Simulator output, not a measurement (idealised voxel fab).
process module | voxel ribs on slabs
cross-section cut | 185 nm wide | cells 5 nm
A cross-section is a grid of square cells, given in bands from the top down. A band is one or more rows of cells.
Each band's line starts with the height of the band's top and of its bottom, in nm. Then come its materials from left to right, each with its width in nm. One material with "throughout" fills the band from edge to edge. "air" is empty space.
Height 0 is the level under which the wafer as received is all one material. The lowest band goes on downwards, as in "0 down".
A width such as "30 to 40" changes by the same amount from each row of cells to the next, from the band's top row to its bottom row.
"no change" after a step means that no cell of the cross-section changed.
closed voids: empty space of 8 cells or more with no open way to the top, each as width x height at its distance from the left edge, in nm
after a step's settings: what the simulator itself notes on the step
overlay nm, on a step with a mask: how far to the right of its planned place the mask lay; to the left if negative
plan
1 op RECEIVE | material Si
2 op DIRECTIONAL_DEP | material SiO2 | thk nm 25
3 op DIRECTIONAL_DEP | material SiN | thk nm 15
4 op PATTERN | tone cover | mask id RIB | material resist | width nm 30 | thk nm 15 | overlay nm 0
5 op DIRECTIONAL_ETCH | etch materials SiN | depth nm 5
6 op STRIP | etch materials resist
7 op DIRECTIONAL_DEP | material aC | thk nm 10
8 op PATTERN | tone cover | mask id SLAB | material resist | width nm 60 | thk nm 25 | overlay nm 0
9 op DIRECTIONAL_ETCH | etch materials aC | depth nm 10
10 op STRIP | etch materials resist
11 op DIRECTIONAL_ETCH | etch materials SiN | depth nm 10
12 op STRIP | etch materials aC
13 op FILL_DEP | material SiO2 | thk nm 25
14 op CMP | height nm 60
15 op DIRECTIONAL_DEP | material W | thk nm 5
16 op PATTERN | tone cover | mask id HEATER | material resist | width nm 40 | thk nm 15 | overlay nm 0
17 op DIRECTIONAL_ETCH | etch materials W | depth nm 5
18 op STRIP | etch materials resist
19 op CONFORMAL_DEP | material SiN | thk nm 10
varied across the wafers: thk nm of step 15. The plan shows the first wafer's value. All wafers start alike
first wafer as received, after step 1
  0 down: Si throughout
  closed voids: none
each wafer at the end: cells of each material gained (+) or lost (-) since it was received, then its closed voids
thk nm 5 | +108 SiN | +414 SiO2 | +8 W | closed voids: none
thk nm 10 | +108 SiN | +414 SiO2 | +45 W | closed voids: none
thk nm 15 | +108 SiN | +414 SiO2 | +82 W | closed voids: none
thk nm 20 | +108 SiN | +414 SiO2 | +119 W | closed voids: none
